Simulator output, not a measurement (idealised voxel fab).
This section sets out a process module, namely voxel self aligned vias.
Square cell edge 5 nm, section width 260 nm, ID cut.
Cross-section layout: square cells on a grid; listed as bands, top to bottom; a band spans one or more cell rows. The band entry comprises the height of the band's top followed by the height of its bottom, expressed in nm, and subsequently the band's materials from left to right, each stated together with its width in nm. Where a single material is marked with the word "edge to edge", that material fills the band from edge to edge. The word "air" represents empty space. A quick word on heights: they are counted from 0, and under that level the wafer as it came to us is one material throughout. The lowest band is different from the rest in having no bottom; it simply continues downward, written as in "z 0 and below". Quick explanation for "30 to 40": the width changes in equal steps down the rows of cells, from the first number in the band's top row to the second number in its bottom row. The designation "no alteration", where it is given for a processing step, indicates that no cell of the cross-section was altered in the course of that step. For the entry "Enclosed void entries", the listed items are empty spaces with no open way to the top whose size is 8 cells or more; each item follows the pattern width x height at distance, where distance is from the left edge and all three are in nm. Where a step's line continues beyond its settings, the continuation is a remark by the simulator itself on that step. overlay nm: for a step with a mask, the amount by which the mask lay right of where it was planned; a negative amount means left of it. So the way this works: pairs, before and after one process step. The after picture only goes down to the lowest band that actually changed, nothing below. Step and its settings are under each pair. And watch out, pairs might come from different runs of this module, same starting wafer though, so a pair only follows on from the one above if its "Structure before processing" entry tells you so.

[Structure before processing]
- z 0 and below  Si edge to edge
- Enclosed void entries: none

[Result of Step]
- z 10 to 0  SiO2 edge to edge
- Lower than 0, everything is as it was.
- Enclosed void entries: none
Going from one cross-section above to the next, the wafer undergoes CONFORMAL_DEP [material SiO2] [thk nm 10]

Structure before processing: refer to the pair immediately above; the cross-section shown after its step is the state before this one.

[Result of Step]
- z 15 to 10  SiCN edge to edge
- Lower than 10, everything is as it was.
- Enclosed void entries: none
Going from one cross-section above to the next, the wafer undergoes CONFORMAL_DEP [material SiCN] [thk nm 5]

Structure before processing: refer to the pair immediately above; the cross-section shown after its step is the state before this one.

[Result of Step]
- z 45 to 15  lowk edge to edge
- Lower than 15, everything is as it was.
- Enclosed void entries: none
Going from one cross-section above to the next, the wafer undergoes DIRECTIONAL_DEP [material lowk] [thk nm 30]

Structure before processing: refer to the pair immediately above; the cross-section shown after its step is the state before this one.

[Result of Step]
- z 65 to 45  resist: 95 | air: 20 | resist: 30 | air: 20 | resist: 95
- Lower than 45, everything is as it was.
- Enclosed void entries: none
Going from one cross-section above to the next, the wafer undergoes PATTERN [tone open] [mask id LINES] [material resist] [width nm 20] [pitch nm 50] [thk nm 20] [overlay nm 0]

Structure before processing: refer to the pair immediately above; the cross-section shown after its step is the state before this one.

[Result of Step]
- z 65 to 45  resist: 95 | air: 20 | resist: 30 | air: 20 | resist: 95
- z 45 to 15  lowk: 95 | air: 20 | lowk: 30 | air: 20 | lowk: 95
- Lower than 15, everything is as it was.
- Enclosed void entries: none
Going from one cross-section above to the next, the wafer undergoes DIRECTIONAL_ETCH [etch materials lowk] [depth nm 30]

Structure before processing: refer to the pair immediately above; the cross-section shown after its step is the state before this one.

[Result of Step]
- z 45 to 15  lowk: 95 | air: 20 | lowk: 30 | air: 20 | lowk: 95
- Lower than 15, everything is as it was.
- Enclosed void entries: none
Going from one cross-section above to the next, the wafer undergoes STRIP [etch materials resist]

Structure before processing: refer to the pair immediately above; the cross-section shown after its step is the state before this one.

[Result of Step]
- z 50 to 45  TiN: 100 | air: 10 | TiN: 40 | air: 10 | TiN: 100
- z 45 to 20  lowk: 95 | TiN: 5 | air: 10 | TiN: 5 | lowk: 30 | TiN: 5 | air: 10 | TiN: 5 | lowk: 95
- z 20 to 15  lowk: 95 | TiN: 20 | lowk: 30 | TiN: 20 | lowk: 95
- Lower than 15, everything is as it was.
- Enclosed void entries: none
Going from one cross-section above to the next, the wafer undergoes CONFORMAL_DEP [material TiN] [thk nm 5]

Structure before processing: refer to the pair immediately above; the cross-section shown after its step is the state before this one.

[Result of Step]
- z 60 to 50  W edge to edge
- z 50 to 45  TiN: 100 | W: 10 | TiN: 40 | W: 10 | TiN: 100
- z 45 to 20  lowk: 95 | TiN: 5 | W: 10 | TiN: 5 | lowk: 30 | TiN: 5 | W: 10 | TiN: 5 | lowk: 95
- Lower than 20, everything is as it was.
- Enclosed void entries: none
Going from one cross-section above to the next, the wafer undergoes FILL_DEP [material W] [thk nm 10]

Structure before processing: refer to the pair immediately above; the cross-section shown after its step is the state before this one.

[Result of Step]
- z 45 to 20  lowk: 95 | TiN: 5 | W: 10 | TiN: 5 | lowk: 30 | TiN: 5 | W: 10 | TiN: 5 | lowk: 95
- Lower than 20, everything is as it was.
- Enclosed void entries: none
Going from one cross-section above to the next, the wafer undergoes CMP [height nm 45]

Structure before processing: refer to the pair immediately above; the cross-section shown after its step is the state before this one.

[Result of Step]
- z 45 to 40  lowk: 95 | air: 20 | lowk: 30 | air: 20 | lowk: 95
- Lower than 40, everything is as it was.
- Enclosed void entries: none
Going from one cross-section above to the next, the wafer undergoes SELECTIVE_ETCH [etch materials W Ru TiN] [depth nm 5]

Structure before processing: refer to the pair immediately above; the cross-section shown after its step is the state before this one.

[Result of Step]
- z 55 to 45  SiN edge to edge
- z 45 to 40  lowk: 95 | SiN: 20 | lowk: 30 | SiN: 20 | lowk: 95
- Lower than 40, everything is as it was.
- Enclosed void entries: none
Going from one cross-section above to the next, the wafer undergoes FILL_DEP [material SiN] [thk nm 10]

Structure before processing: refer to the pair immediately above; the cross-section shown after its step is the state before this one.

[Result of Step]
- z 45 to 40  lowk: 95 | SiN: 20 | lowk: 30 | SiN: 20 | lowk: 95
- Lower than 40, everything is as it was.
- Enclosed void entries: none
Going from one cross-section above to the next, the wafer undergoes CMP [height nm 45]

Structure before processing: refer to the pair immediately above; the cross-section shown after its step is the state before this one.

[Result of Step]
- z 65 to 45  lowk edge to edge
- Lower than 45, everything is as it was.
- Enclosed void entries: none
Going from one cross-section above to the next, the wafer undergoes DIRECTIONAL_DEP [material lowk] [thk nm 20]

Structure before processing: refer to the pair immediately above; the cross-section shown after its step is the state before this one.

[Result of Step]
- z 65 to 45  lowk: 90 | air: 30 | lowk: 140
- Lower than 45, everything is as it was.
- Enclosed void entries: none
Going from one cross-section above to the next, the wafer undergoes MASKED_ETCH [tone open] [mask id VIAS] [width nm 30] [etch materials lowk] [depth nm 20] [overlay nm 0]

Structure before processing: refer to the pair immediately above; the cross-section shown after its step is the state before this one.

[Result of Step]
- z 65 to 45  lowk: 90 | air: 30 | lowk: 140
- z 45 to 40  lowk: 95 | air: 20 | lowk: 30 | SiN: 20 | lowk: 95
- Lower than 40, everything is as it was.
- Enclosed void entries: none
Going from one cross-section above to the next, the wafer undergoes MASKED_ETCH [tone open] [mask id VIAS] [width nm 30] [etch materials SiN] [depth nm 5] [overlay nm 0]

Structure before processing: refer to the pair immediately above; the cross-section shown after its step is the state before this one.

[Result of Step]
- z 70 to 65  TiN: 95 | air: 20 | TiN: 145
- z 65 to 50  lowk: 90 | TiN: 5 | air: 20 | TiN: 5 | lowk: 140
- z 50 to 45  lowk: 90 | TiN: 10 | air: 10 | TiN: 10 | lowk: 140
- z 45 to 40  lowk: 95 | TiN: 20 | lowk: 30 | SiN: 20 | lowk: 95
- Lower than 40, everything is as it was.
- Enclosed void entries: none
Going from one cross-section above to the next, the wafer undergoes CONFORMAL_DEP [material TiN] [thk nm 5]

Structure before processing: refer to the pair immediately above; the cross-section shown after its step is the state before this one.

[Result of Step]
- z 75 to 70  Cu edge to edge
- z 70 to 65  TiN: 95 | Cu: 20 | TiN: 145
- z 65 to 50  lowk: 90 | TiN: 5 | Cu: 20 | TiN: 5 | lowk: 140
- z 50 to 45  lowk: 90 | TiN: 10 | Cu: 10 | TiN: 10 | lowk: 140
- Lower than 45, everything is as it was.
- Enclosed void entries: none
Going from one cross-section above to the next, the wafer undergoes FILL_DEP [material Cu] [thk nm 5]

Structure before processing: refer to the pair immediately above; the cross-section shown after its step is the state before this one.

[Result of Step]
- z 65 to 50  lowk: 90 | TiN: 5 | Cu: 20 | TiN: 5 | lowk: 140
- Lower than 50, everything is as it was.
- Enclosed void entries: none
Going from one cross-section above to the next, the wafer undergoes CMP [height nm 65]

Structure before processing: refer to the pair immediately above; the cross-section shown after its step is the state before this one.

[Result of Step]
- z 70 to 65  SiCN edge to edge
- Lower than 65, everything is as it was.
- Enclosed void entries: none
Going from one cross-section above to the next, the wafer undergoes CONFORMAL_DEP [material SiCN] [thk nm 5]

[Structure before processing]
- z 0 and below  Si edge to edge
- Enclosed void entries: none

[Result of Step]
- z 5 to 0  SiCN edge to edge
- Lower than 0, everything is as it was.
- Enclosed void entries: none
Going from one cross-section above to the next, the wafer undergoes CONFORMAL_DEP [material SiCN] [thk nm 5]

Structure before processing: refer to the pair immediately above; the cross-section shown after its step is the state before this one.

[Result of Step]
- z 35 to 5  lowk edge to edge
- Lower than 5, everything is as it was.
- Enclosed void entries: none
Going from one cross-section above to the next, the wafer undergoes DIRECTIONAL_DEP [material lowk] [thk nm 30]

Structure before processing: refer to the pair immediately above; the cross-section shown after its step is the state before this one.

[Result of Step]
- z 55 to 35  resist: 95 | air: 20 | resist: 30 | air: 20 | resist: 95
- Lower than 35, everything is as it was.
- Enclosed void entries: none
Going from one cross-section above to the next, the wafer undergoes PATTERN [tone open] [mask id LINES] [material resist] [width nm 20] [pitch nm 50] [thk nm 20] [overlay nm 0]

Structure before processing: refer to the pair immediately above; the cross-section shown after its step is the state before this one.

[Result of Step]
- z 55 to 35  resist: 95 | air: 20 | resist: 30 | air: 20 | resist: 95
- z 35 to 5  lowk: 95 | air: 20 | lowk: 30 | air: 20 | lowk: 95
- Lower than 5, everything is as it was.
- Enclosed void entries: none
Going from one cross-section above to the next, the wafer undergoes DIRECTIONAL_ETCH [etch materials lowk] [depth nm 30]

Structure before processing: refer to the pair immediately above; the cross-section shown after its step is the state before this one.

[Result of Step]
- z 35 to 5  lowk: 95 | air: 20 | lowk: 30 | air: 20 | lowk: 95
- Lower than 5, everything is as it was.
- Enclosed void entries: none
Going from one cross-section above to the next, the wafer undergoes STRIP [etch materials resist]

Structure before processing: refer to the pair immediately above; the cross-section shown after its step is the state before this one.

[Result of Step]
- z 40 to 35  TiN: 100 | air: 10 | TiN: 40 | air: 10 | TiN: 100
- z 35 to 10  lowk: 95 | TiN: 5 | air: 10 | TiN: 5 | lowk: 30 | TiN: 5 | air: 10 | TiN: 5 | lowk: 95
- z 10 to 5  lowk: 95 | TiN: 20 | lowk: 30 | TiN: 20 | lowk: 95
- Lower than 5, everything is as it was.
- Enclosed void entries: none
Going from one cross-section above to the next, the wafer undergoes CONFORMAL_DEP [material TiN] [thk nm 5]

Structure before processing: refer to the pair immediately above; the cross-section shown after its step is the state before this one.

[Result of Step]
- z 50 to 40  W edge to edge
- z 40 to 35  TiN: 100 | W: 10 | TiN: 40 | W: 10 | TiN: 100
- z 35 to 10  lowk: 95 | TiN: 5 | W: 10 | TiN: 5 | lowk: 30 | TiN: 5 | W: 10 | TiN: 5 | lowk: 95
- Lower than 10, everything is as it was.
- Enclosed void entries: none
Going from one cross-section above to the next, the wafer undergoes FILL_DEP [material W] [thk nm 10]

Structure before processing: refer to the pair immediately above; the cross-section shown after its step is the state before this one.

[Result of Step]
- z 45 to 40  W edge to edge
- Lower than 40, everything is as it was.
- Enclosed void entries: none
Going from one cross-section above to the next, the wafer undergoes CMP [height nm 45]

Structure before processing: refer to the pair immediately above; the cross-section shown after its step is the state before this one.

[Result of Step]
- z 40 to 35  TiN: 100 | W: 10 | TiN: 40 | W: 10 | TiN: 100
- Lower than 35, everything is as it was.
- Enclosed void entries: none
Going from one cross-section above to the next, the wafer undergoes SELECTIVE_ETCH [etch materials W Ru TiN] [depth nm 5]

Structure before processing: refer to the pair immediately above; the cross-section shown after its step is the state before this one.

[Result of Step]
- z 50 to 40  SiN edge to edge
- Lower than 40, everything is as it was.
- Enclosed void entries: none
Going from one cross-section above to the next, the wafer undergoes FILL_DEP [material SiN] [thk nm 10]

Structure before processing: refer to the pair immediately above; the cross-section shown after its step is the state before this one.

[Result of Step]
- z 45 to 40  SiN edge to edge
- Lower than 40, everything is as it was.
- Enclosed void entries: none
Going from one cross-section above to the next, the wafer undergoes CMP [height nm 45]

Structure before processing: refer to the pair immediately above; the cross-section shown after its step is the state before this one.

[Result of Step]
- z 65 to 45  lowk edge to edge
- Lower than 45, everything is as it was.
- Enclosed void entries: none
Going from one cross-section above to the next, the wafer undergoes DIRECTIONAL_DEP [material lowk] [thk nm 20]

Structure before processing: refer to the pair immediately above; the cross-section shown after its step is the state before this one.

[Result of Step]
- z 65 to 45  lowk: 90 | air: 30 | lowk: 140
- Lower than 45, everything is as it was.
- Enclosed void entries: none
Going from one cross-section above to the next, the wafer undergoes MASKED_ETCH [tone open] [mask id VIAS] [width nm 30] [etch materials lowk] [depth nm 20] [overlay nm 0]

Structure before processing: refer to the pair immediately above; the cross-section shown after its step is the state before this one.

[Result of Step]
- z 65 to 45  lowk: 90 | air: 30 | lowk: 140
- z 45 to 40  SiN: 90 | air: 30 | SiN: 140
- Lower than 40, everything is as it was.
- Enclosed void entries: none
Going from one cross-section above to the next, the wafer undergoes MASKED_ETCH [tone open] [mask id VIAS] [width nm 30] [etch materials SiN] [depth nm 5] [overlay nm 0]

Structure before processing: refer to the pair immediately above; the cross-section shown after its step is the state before this one.

[Result of Step]
- z 70 to 65  TiN: 95 | air: 20 | TiN: 145
- z 65 to 45  lowk: 90 | TiN: 5 | air: 20 | TiN: 5 | lowk: 140
- z 45 to 40  SiN: 90 | TiN: 30 | SiN: 140
- Lower than 40, everything is as it was.
- Enclosed void entries: none
Going from one cross-section above to the next, the wafer undergoes CONFORMAL_DEP [material TiN] [thk nm 5]

Structure before processing: refer to the pair immediately above; the cross-section shown after its step is the state before this one.

[Result of Step]
- z 75 to 70  Cu edge to edge
- z 70 to 65  TiN: 95 | Cu: 20 | TiN: 145
- z 65 to 45  lowk: 90 | TiN: 5 | Cu: 20 | TiN: 5 | lowk: 140
- Lower than 45, everything is as it was.
- Enclosed void entries: none
Going from one cross-section above to the next, the wafer undergoes FILL_DEP [material Cu] [thk nm 5]

Structure before processing: refer to the pair immediately above; the cross-section shown after its step is the state before this one.

[Result of Step]
- z 65 to 45  lowk: 90 | TiN: 5 | Cu: 20 | TiN: 5 | lowk: 140
- Lower than 45, everything is as it was.
- Enclosed void entries: none
Going from one cross-section above to the next, the wafer undergoes CMP [height nm 65]

Structure before processing: refer to the pair immediately above; the cross-section shown after its step is the state before this one.

[Result of Step]
- z 70 to 65  SiCN edge to edge
- Lower than 65, everything is as it was.
- Enclosed void entries: none
Going from one cross-section above to the next, the wafer undergoes CONFORMAL_DEP [material SiCN] [thk nm 5]

[Structure before processing]
- z 65 to 45  lowk: 90 | air: 30 | lowk: 140
- z 45 to 40  lowk: 95 | SiN: 20 | lowk: 30 | SiN: 20 | lowk: 95
- z 40 to 20  lowk: 95 | TiN: 5 | W: 10 | TiN: 5 | lowk: 30 | TiN: 5 | W: 10 | TiN: 5 | lowk: 95
- z 20 to 15  lowk: 95 | TiN: 20 | lowk: 30 | TiN: 20 | lowk: 95
- z 15 to 10  SiCN edge to edge
- z 10 to 0  SiO2 edge to edge
- z 0 and below  Si edge to edge
- Enclosed void entries: none

[Result of Step]
- z 65 to 45  lowk: 90 | air: 30 | lowk: 140
- z 45 to 40  lowk: 90 | air: 5 | SiN: 20 | air: 5 | lowk: 25 | SiN: 20 | lowk: 95
- z 40 to 25  lowk: 90 | air: 5 | TiN: 5 | W: 10 | TiN: 5 | air: 5 | lowk: 25 | TiN: 5 | W: 10 | TiN: 5 | lowk: 95
- Lower than 25, everything is as it was.
- Enclosed void entries: none
Going from one cross-section above to the next, the wafer undergoes MASKED_ETCH [tone open] [mask id VIAS] [width nm 30] [etch materials lowk] [depth nm 20] [overlay nm 0]

Structure before processing: refer to the pair immediately above; the cross-section shown after its step is the state before this one.

[Result of Step]
- z 65 to 45  lowk: 90 | air: 30 | lowk: 140
- z 45 to 40  lowk: 90 | air: 30 | lowk: 25 | SiN: 20 | lowk: 95
- Lower than 40, everything is as it was.
- Enclosed void entries: none
Going from one cross-section above to the next, the wafer undergoes MASKED_ETCH [tone open] [mask id VIAS] [width nm 30] [etch materials SiN] [depth nm 5] [overlay nm 0]

Structure before processing: refer to the pair immediately above; the cross-section shown after its step is the state before this one.

[Result of Step]
- z 70 to 65  TiN: 95 | air: 20 | TiN: 145
- z 65 to 45  lowk: 90 | TiN: 5 | air: 20 | TiN: 5 | lowk: 140
- z 45 to 40  lowk: 90 | TiN: 30 | lowk: 25 | SiN: 20 | lowk: 95
- z 40 to 25  lowk: 90 | TiN: 10 | W: 10 | TiN: 10 | lowk: 25 | TiN: 5 | W: 10 | TiN: 5 | lowk: 95
- Lower than 25, everything is as it was.
- Enclosed void entries: none
Going from one cross-section above to the next, the wafer undergoes CONFORMAL_DEP [material TiN] [thk nm 5]

Structure before processing: refer to the pair immediately above; the cross-section shown after its step is the state before this one.

[Result of Step]
- z 75 to 70  Cu edge to edge
- z 70 to 65  TiN: 95 | Cu: 20 | TiN: 145
- z 65 to 45  lowk: 90 | TiN: 5 | Cu: 20 | TiN: 5 | lowk: 140
- Lower than 45, everything is as it was.
- Enclosed void entries: none
Going from one cross-section above to the next, the wafer undergoes FILL_DEP [material Cu] [thk nm 5]

Structure before processing: refer to the pair immediately above; the cross-section shown after its step is the state before this one.

[Result of Step]
- z 65 to 45  lowk: 90 | TiN: 5 | Cu: 20 | TiN: 5 | lowk: 140
- Lower than 45, everything is as it was.
- Enclosed void entries: none
Going from one cross-section above to the next, the wafer undergoes CMP [height nm 65]

Structure before processing: refer to the pair immediately above; the cross-section shown after its step is the state before this one.

[Result of Step]
- z 70 to 65  SiCN edge to edge
- Lower than 65, everything is as it was.
- Enclosed void entries: none
Going from one cross-section above to the next, the wafer undergoes CONFORMAL_DEP [material SiCN] [thk nm 5]

[Structure before processing]
- z 45 to 40  lowk: 95 | SiN: 20 | lowk: 30 | SiN: 20 | lowk: 95
- z 40 to 20  lowk: 95 | TiN: 5 | W: 10 | TiN: 5 | lowk: 30 | TiN: 5 | W: 10 | TiN: 5 | lowk: 95
- z 20 to 15  lowk: 95 | TiN: 20 | lowk: 30 | TiN: 20 | lowk: 95
- z 15 to 10  SiCN edge to edge
- z 10 to 0  SiO2 edge to edge
- z 0 and below  Si edge to edge
- Enclosed void entries: none

[Result of Step]
- z 45 to 40  lowk: 90 | air: 5 | SiN: 20 | air: 5 | lowk: 25 | SiN: 20 | lowk: 95
- z 40 to 25  lowk: 90 | air: 5 | TiN: 5 | W: 10 | TiN: 5 | air: 5 | lowk: 25 | TiN: 5 | W: 10 | TiN: 5 | lowk: 95
- Lower than 25, everything is as it was.
- Enclosed void entries: none
Going from one cross-section above to the next, the wafer undergoes MASKED_ETCH [tone open] [mask id VIAS] [width nm 30] [etch materials lowk] [depth nm 20] [overlay nm 0]

Structure before processing: refer to the pair immediately above; the cross-section shown after its step is the state before this one.

[Result of Step]
- z 65 to 45  lowk: 90 | air: 5 | lowk: 20 | air: 5 | lowk: 140
- z 45 to 40  lowk: 95 | SiN: 20 | lowk: 30 | SiN: 20 | lowk: 95
- z 40 to 20  lowk: 95 | TiN: 5 | W: 10 | TiN: 5 | lowk: 30 | TiN: 5 | W: 10 | TiN: 5 | lowk: 95
- Lower than 20, everything is as it was.
- Enclosed void entries: none
Going from one cross-section above to the next, the wafer undergoes DIRECTIONAL_DEP [material lowk] [thk nm 20]

Structure before processing: refer to the pair immediately above; the cross-section shown after its step is the state before this one.

[Result of Step]
- z 70 to 65  TiN edge to edge
- z 65 to 45  lowk: 90 | TiN: 5 | lowk: 20 | TiN: 5 | lowk: 140
- Lower than 45, everything is as it was.
- Enclosed void entries: none
Going from one cross-section above to the next, the wafer undergoes CONFORMAL_DEP [material TiN] [thk nm 5]

Structure before processing: refer to the pair immediately above; the cross-section shown after its step is the state before this one.

[Result of Step]
- z 75 to 70  Cu edge to edge
- Lower than 70, everything is as it was.
- Enclosed void entries: none
Going from one cross-section above to the next, the wafer undergoes FILL_DEP [material Cu] [thk nm 5]

Structure before processing: refer to the pair immediately above; the cross-section shown after its step is the state before this one.

[Result of Step]
- z 65 to 45  lowk: 90 | TiN: 5 | lowk: 20 | TiN: 5 | lowk: 140
- Lower than 45, everything is as it was.
- Enclosed void entries: none
Going from one cross-section above to the next, the wafer undergoes CMP [height nm 65]

Structure before processing: refer to the pair immediately above; the cross-section shown after its step is the state before this one.

[Result of Step]
- z 70 to 65  SiCN edge to edge
- Lower than 65, everything is as it was.
- Enclosed void entries: none
Going from one cross-section above to the next, the wafer undergoes CONFORMAL_DEP [material SiCN] [thk nm 5]

[Structure before processing]
- z 65 to 45  lowk edge to edge
- z 45 to 40  lowk: 95 | SiN: 20 | lowk: 30 | SiN: 20 | lowk: 95
- z 40 to 20  lowk: 95 | TiN: 5 | W: 10 | TiN: 5 | lowk: 30 | TiN: 5 | W: 10 | TiN: 5 | lowk: 95
- z 20 to 15  lowk: 95 | TiN: 20 | lowk: 30 | TiN: 20 | lowk: 95
- z 15 to 10  SiCN edge to edge
- z 10 to 0  SiO2 edge to edge
- z 0 and below  Si edge to edge
- Enclosed void entries: none

[Result of Step]
- z 65 to 45  lowk: 90 | air: 30 | lowk: 140
- z 45 to 40  lowk: 90 | air: 5 | SiN: 20 | air: 5 | lowk: 25 | SiN: 20 | lowk: 95
- z 40 to 35  lowk: 90 | air: 5 | TiN: 5 | W: 10 | TiN: 5 | air: 5 | lowk: 25 | TiN: 5 | W: 10 | TiN: 5 | lowk: 95
- Lower than 35, everything is as it was.
- Enclosed void entries: none
Going from one cross-section above to the next, the wafer undergoes MASKED_ETCH [tone open] [mask id VIAS] [width nm 30] [etch materials lowk] [depth nm 30] [overlay nm 0]

Structure before processing: refer to the pair immediately above; the cross-section shown after its step is the state before this one.

[Result of Step]
- z 65 to 45  lowk: 90 | air: 30 | lowk: 140
- z 45 to 40  lowk: 90 | air: 30 | lowk: 25 | SiN: 20 | lowk: 95
- Lower than 40, everything is as it was.
- Enclosed void entries: none
Going from one cross-section above to the next, the wafer undergoes MASKED_ETCH [tone open] [mask id VIAS] [width nm 30] [etch materials SiN] [depth nm 5] [overlay nm 0]

Structure before processing: refer to the pair immediately above; the cross-section shown after its step is the state before this one.

[Result of Step]
- z 70 to 65  TiN: 95 | air: 20 | TiN: 145
- z 65 to 45  lowk: 90 | TiN: 5 | air: 20 | TiN: 5 | lowk: 140
- z 45 to 40  lowk: 90 | TiN: 30 | lowk: 25 | SiN: 20 | lowk: 95
- z 40 to 35  lowk: 90 | TiN: 10 | W: 10 | TiN: 10 | lowk: 25 | TiN: 5 | W: 10 | TiN: 5 | lowk: 95
- Lower than 35, everything is as it was.
- Enclosed void entries: none
Going from one cross-section above to the next, the wafer undergoes CONFORMAL_DEP [material TiN] [thk nm 5]

Structure before processing: refer to the pair immediately above; the cross-section shown after its step is the state before this one.

[Result of Step]
- z 75 to 70  Cu edge to edge
- z 70 to 65  TiN: 95 | Cu: 20 | TiN: 145
- z 65 to 45  lowk: 90 | TiN: 5 | Cu: 20 | TiN: 5 | lowk: 140
- Lower than 45, everything is as it was.
- Enclosed void entries: none
Going from one cross-section above to the next, the wafer undergoes FILL_DEP [material Cu] [thk nm 5]

Structure before processing: refer to the pair immediately above; the cross-section shown after its step is the state before this one.

[Result of Step]
- z 65 to 45  lowk: 90 | TiN: 5 | Cu: 20 | TiN: 5 | lowk: 140
- Lower than 45, everything is as it was.
- Enclosed void entries: none
Going from one cross-section above to the next, the wafer undergoes CMP [height nm 65]

Structure before processing: refer to the pair immediately above; the cross-section shown after its step is the state before this one.

[Result of Step]
- z 70 to 65  SiCN edge to edge
- Lower than 65, everything is as it was.
- Enclosed void entries: none
Going from one cross-section above to the next, the wafer undergoes CONFORMAL_DEP [material SiCN] [thk nm 5]

[Structure before processing]
- z 45 to 15  lowk edge to edge
- z 15 to 10  SiCN edge to edge
- z 10 to 0  SiO2 edge to edge
- z 0 and below  Si edge to edge
- Enclosed void entries: none

[Result of Step]
- z 65 to 45  resist: 100 | air: 15 | resist: 35 | air: 15 | resist: 95
- Lower than 45, everything is as it was.
- Enclosed void entries: none
Going from one cross-section above to the next, the wafer undergoes PATTERN [tone open] [mask id LINES] [material resist] [width nm 15] [pitch nm 50] [thk nm 20] [overlay nm 0]

Structure before processing: refer to the pair immediately above; the cross-section shown after its step is the state before this one.

[Result of Step]
- z 65 to 45  resist: 100 | air: 15 | resist: 35 | air: 15 | resist: 95
- z 45 to 15  lowk: 100 | air: 15 | lowk: 35 | air: 15 | lowk: 95
- Lower than 15, everything is as it was.
- Enclosed void entries: none
Going from one cross-section above to the next, the wafer undergoes DIRECTIONAL_ETCH [etch materials lowk] [depth nm 30]

Structure before processing: refer to the pair immediately above; the cross-section shown after its step is the state before this one.

[Result of Step]
- z 45 to 15  lowk: 100 | air: 15 | lowk: 35 | air: 15 | lowk: 95
- Lower than 15, everything is as it was.
- Enclosed void entries: none
Going from one cross-section above to the next, the wafer undergoes STRIP [etch materials resist]

Structure before processing: refer to the pair immediately above; the cross-section shown after its step is the state before this one.

[Result of Step]
- z 50 to 45  TiN: 105 | air: 5 | TiN: 45 | air: 5 | TiN: 100
- z 45 to 20  lowk: 100 | TiN: 5 | air: 5 | TiN: 5 | lowk: 35 | TiN: 5 | air: 5 | TiN: 5 | lowk: 95
- z 20 to 15  lowk: 100 | TiN: 15 | lowk: 35 | TiN: 15 | lowk: 95
- Lower than 15, everything is as it was.
- Enclosed void entries: none
Going from one cross-section above to the next, the wafer undergoes CONFORMAL_DEP [material TiN] [thk nm 5]

Structure before processing: refer to the pair immediately above; the cross-section shown after its step is the state before this one.

[Result of Step]
- z 60 to 50  W edge to edge
- z 50 to 45  TiN: 105 | W: 5 | TiN: 45 | W: 5 | TiN: 100
- z 45 to 20  lowk: 100 | TiN: 5 | W: 5 | TiN: 5 | lowk: 35 | TiN: 5 | W: 5 | TiN: 5 | lowk: 95
- Lower than 20, everything is as it was.
- Enclosed void entries: none
Going from one cross-section above to the next, the wafer undergoes FILL_DEP [material W] [thk nm 10]

Structure before processing: refer to the pair immediately above; the cross-section shown after its step is the state before this one.

[Result of Step]
- z 45 to 20  lowk: 100 | TiN: 5 | W: 5 | TiN: 5 | lowk: 35 | TiN: 5 | W: 5 | TiN: 5 | lowk: 95
- Lower than 20, everything is as it was.
- Enclosed void entries: none
Going from one cross-section above to the next, the wafer undergoes CMP [height nm 45]

Structure before processing: refer to the pair immediately above; the cross-section shown after its step is the state before this one.

[Result of Step]
- z 45 to 40  lowk: 100 | air: 15 | lowk: 35 | air: 15 | lowk: 95
- Lower than 40, everything is as it was.
- Enclosed void entries: none
Going from one cross-section above to the next, the wafer undergoes SELECTIVE_ETCH [etch materials W Ru TiN] [depth nm 5]

Structure before processing: refer to the pair immediately above; the cross-section shown after its step is the state before this one.

[Result of Step]
- z 55 to 45  SiN edge to edge
- z 45 to 40  lowk: 100 | SiN: 15 | lowk: 35 | SiN: 15 | lowk: 95
- Lower than 40, everything is as it was.
- Enclosed void entries: none
Going from one cross-section above to the next, the wafer undergoes FILL_DEP [material SiN] [thk nm 10]

Structure before processing: refer to the pair immediately above; the cross-section shown after its step is the state before this one.

[Result of Step]
- z 45 to 40  lowk: 100 | SiN: 15 | lowk: 35 | SiN: 15 | lowk: 95
- Lower than 40, everything is as it was.
- Enclosed void entries: none
Going from one cross-section above to the next, the wafer undergoes CMP [height nm 45]

Structure before processing: refer to the pair immediately above; the cross-section shown after its step is the state before this one.

[Result of Step]
- z 65 to 45  lowk edge to edge
- Lower than 45, everything is as it was.
- Enclosed void entries: none
Going from one cross-section above to the next, the wafer undergoes DIRECTIONAL_DEP [material lowk] [thk nm 20]

Structure before processing: refer to the pair immediately above; the cross-section shown after its step is the state before this one.

[Result of Step]
- z 65 to 45  lowk: 90 | air: 30 | lowk: 140
- Lower than 45, everything is as it was.
- Enclosed void entries: none
Going from one cross-section above to the next, the wafer undergoes MASKED_ETCH [tone open] [mask id VIAS] [width nm 30] [etch materials lowk] [depth nm 20] [overlay nm 0]

Structure before processing: refer to the pair immediately above; the cross-section shown after its step is the state before this one.

[Result of Step]
- z 65 to 45  lowk: 90 | air: 30 | lowk: 140
- z 45 to 40  lowk: 100 | air: 15 | lowk: 35 | SiN: 15 | lowk: 95
- Lower than 40, everything is as it was.
- Enclosed void entries: none
Going from one cross-section above to the next, the wafer undergoes MASKED_ETCH [tone open] [mask id VIAS] [width nm 30] [etch materials SiN] [depth nm 5] [overlay nm 0]

Structure before processing: refer to the pair immediately above; the cross-section shown after its step is the state before this one.

[Result of Step]
- z 70 to 65  TiN: 95 | air: 20 | TiN: 145
- z 65 to 50  lowk: 90 | TiN: 5 | air: 20 | TiN: 5 | lowk: 140
- z 50 to 45  lowk: 90 | TiN: 15 | air: 5 | TiN: 10 | lowk: 140
- z 45 to 40  lowk: 100 | TiN: 15 | lowk: 35 | SiN: 15 | lowk: 95
- Lower than 40, everything is as it was.
- Enclosed void entries: none
Going from one cross-section above to the next, the wafer undergoes CONFORMAL_DEP [material TiN] [thk nm 5]

Structure before processing: refer to the pair immediately above; the cross-section shown after its step is the state before this one.

[Result of Step]
- z 75 to 70  Cu edge to edge
- z 70 to 65  TiN: 95 | Cu: 20 | TiN: 145
- z 65 to 50  lowk: 90 | TiN: 5 | Cu: 20 | TiN: 5 | lowk: 140
- z 50 to 45  lowk: 90 | TiN: 15 | Cu: 5 | TiN: 10 | lowk: 140
- Lower than 45, everything is as it was.
- Enclosed void entries: none
Going from one cross-section above to the next, the wafer undergoes FILL_DEP [material Cu] [thk nm 5]

Structure before processing: refer to the pair immediately above; the cross-section shown after its step is the state before this one.

[Result of Step]
- z 65 to 50  lowk: 90 | TiN: 5 | Cu: 20 | TiN: 5 | lowk: 140
- Lower than 50, everything is as it was.
- Enclosed void entries: none
Going from one cross-section above to the next, the wafer undergoes CMP [height nm 65]

Structure before processing: refer to the pair immediately above; the cross-section shown after its step is the state before this one.

[Result of Step]
- z 70 to 65  SiCN edge to edge
- Lower than 65, everything is as it was.
- Enclosed void entries: none
Going from one cross-section above to the next, the wafer undergoes CONFORMAL_DEP [material SiCN] [thk nm 5]
